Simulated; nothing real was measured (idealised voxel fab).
Process module heading - voxel fin reveal
Square cells of 5 nm make up the cross-section cut, whose width is 300 nm.
Cross-section spec: square-cell grid; bands listed top down; each band is one or more rows. The entry gives the band's vertical extent as a top height and a bottom height in nm, then its horizontal make-up as materials from left to right, each with a width in nm. "air" stands for empty space; a single material marked "all across" fills the band edge to edge. Note: height 0 marks the level under which the wafer is uniformly one material as received. Lowest band unbounded below, written "from 0 down". So if you see something like "30->40" for the width, read it as the top row of the band sitting at the first number and the bottom row at the second, with every row in between moving by the same amount as the last. A step reported as "nothing changed" is a step in which no cell of the cross-section changed. "Enclosed internal voids" means: voids of 8 cells or more that are shut off from the top with no open way through. Written width x height at distance, distance from the left edge, in nm. On a step's line, text after the settings is the simulator commenting on that step. When a step includes a mask, the "overlay nm" setting on its line states how far to the right of its planned place that mask lay, and negative values state how far to the left.
### These are the steps we planned for the process
1) op RECEIVE | material Si
2) op CONFORMAL_DEP | material SiN | thk nm 10
3) op PATTERN | tone cover | mask id FINS | material resist | width nm 15 | pitch nm 35 | thk nm 20 | overlay nm 0
4) op DIRECTIONAL_ETCH | etch materials SiN | depth nm 10
5) op DIRECTIONAL_ETCH | etch materials Si | depth nm 35
6) op STRIP | etch materials resist
7) op OXIDIZE | depth nm 5
8) op FILL_DEP | material SiO2 | thk nm 15
9) op CMP | height nm 10
10) op SELECTIVE_ETCH | etch materials SiO2 | depth nm 25
11) op STRIP | etch materials SiN
### The following pertains to the first of two wafers, which was processed as planned
### Wafer as received: cross-section following step 1
> from 0 down: Si all across
> Enclosed internal voids: none
### The wafer in cross-section once step 2 is complete
> from 10 to 0: SiN all across
> Below 0, the layers are the same as they were.
### The wafer in cross-section once step 3 is complete
> from 30 to 10: air 125 / resist 15 / air 20 / resist 15 / air 125
> Below 10, the layers are the same as they were.
### The wafer in cross-section once step 4 is complete
> from 30 to 10: air 125 / resist 15 / air 20 / resist 15 / air 125
> from 10 to 0: air 125 / SiN 15 / air 20 / SiN 15 / air 125
> Below 0, the layers are the same as they were.
### The wafer in cross-section once step 5 is complete
> from 30 to 10: air 125 / resist 15 / air 20 / resist 15 / air 125
> from 10 to 0: air 125 / SiN 15 / air 20 / SiN 15 / air 125
> from 0 to -35: air 125 / Si 15 / air 20 / Si 15 / air 125
> Below -35, the layers are the same as they were.
### The wafer in cross-section once step 6 is complete
> from 10 to 0: air 125 / SiN 15 / air 20 / SiN 15 / air 125
> Below 0, the layers are the same as they were.
### The wafer in cross-section once step 7 is complete
> from 10 to 0: air 125 / SiN 15 / air 20 / SiN 15 / air 125
> from 0 to -35: air 125 / SiO2 5 / Si 5 / SiO2 5 / air 20 / SiO2 5 / Si 5 / SiO2 5 / air 125
> from -35 to -40: SiO2 130 / Si 5 / SiO2 30 / Si 5 / SiO2 130
> Below -40, the layers are the same as they were.
### The wafer in cross-section once step 8 is complete
> from 25 to 10: SiO2 all across
> from 10 to 0: SiO2 125 / SiN 15 / SiO2 20 / SiN 15 / SiO2 125
> from 0 to -40: SiO2 130 / Si 5 / SiO2 30 / Si 5 / SiO2 130
> Below -40, the layers are the same as they were.
### The wafer in cross-section once step 9 is complete
> from 10 to 0: SiO2 125 / SiN 15 / SiO2 20 / SiN 15 / SiO2 125
> Below 0, the layers are the same as they were.
### The wafer in cross-section once step 10 is complete
> from 10 to 0: air 125 / SiN 15 / air 20 / SiN 15 / air 125
> from 0 to -15: air 130 / Si 5 / air 30 / Si 5 / air 130
> Below -15, the layers are the same as they were.
### The wafer in cross-section once step 11 is complete
> from 0 to -15: air 130 / Si 5 / air 30 / Si 5 / air 130
> Below -15, the layers are the same as they were.
### The Second Wafer: Common Origin and Plan, One Mistake in Execution, Identical to the First Through Step 2
### Cross-section of the second wafer at the time by which step 3 should have been completed according to the plan
> from 30 to 10: air 125 / resist 20 / air 15 / resist 20 / air 120
> Below 10, the layers are the same as they were.
### Cross-section of the second wafer at the time by which step 4 should have been completed according to the plan
> from 30 to 10: air 125 / resist 20 / air 15 / resist 20 / air 120
> from 10 to 0: air 125 / SiN 20 / air 15 / SiN 20 / air 120
> Below 0, the layers are the same as they were.
### Cross-section of the second wafer at the time by which step 5 should have been completed according to the plan
> from 30 to 10: air 125 / resist 20 / air 15 / resist 20 / air 120
> from 10 to 0: air 125 / SiN 20 / air 15 / SiN 20 / air 120
> from 0 to -35: air 125 / Si 20 / air 15 / Si 20 / air 120
> Below -35, the layers are the same as they were.
### Cross-section of the second wafer at the time by which step 6 should have been completed according to the plan
> from 10 to 0: air 125 / SiN 20 / air 15 / SiN 20 / air 120
> Below 0, the layers are the same as they were.
### Cross-section of the second wafer at the time by which step 7 should have been completed according to the plan
> from 10 to 0: air 125 / SiN 20 / air 15 / SiN 20 / air 120
> from 0 to -35: air 125 / SiO2 5 / Si 10 / SiO2 5 / air 15 / SiO2 5 / Si 10 / SiO2 5 / air 120
> from -35 to -40: SiO2 130 / Si 10 / SiO2 25 / Si 10 / SiO2 125
> Below -40, the layers are the same as they were.
### Cross-section of the second wafer at the time by which step 8 should have been completed according to the plan
> from 25 to 10: SiO2 all across
> from 10 to 0: SiO2 125 / SiN 20 / SiO2 15 / SiN 20 / SiO2 120
> from 0 to -40: SiO2 130 / Si 10 / SiO2 25 / Si 10 / SiO2 125
> Below -40, the layers are the same as they were.
### Cross-section of the second wafer at the time by which step 9 should have been completed according to the plan
> from 10 to 0: SiO2 125 / SiN 20 / SiO2 15 / SiN 20 / SiO2 120
> Below 0, the layers are the same as they were.
### Cross-section of the second wafer at the time by which step 10 should have been completed according to the plan
> from 10 to 0: air 125 / SiN 20 / air 15 / SiN 20 / air 120
> from 0 to -15: air 130 / Si 10 / air 25 / Si 10 / air 125
> Below -15, the layers are the same as they were.
### Cross-section of the second wafer at the time by which step 11 should have been completed according to the plan
> from 0 to -15: air 130 / Si 10 / air 25 / Si 10 / air 125
> Below -15, the layers are the same as they were.
Heads up, the wafer didn't run the way we planned it: step 3 ran as: op PATTERN | tone cover | mask id FINS | material resist | width nm 20 | pitch nm 35 | thk nm 20 | overlay nm 0
Looking at both finished wafers in cells, the second ends up ahead of or behind the first on some materials: +16 Si | -10 SiO2
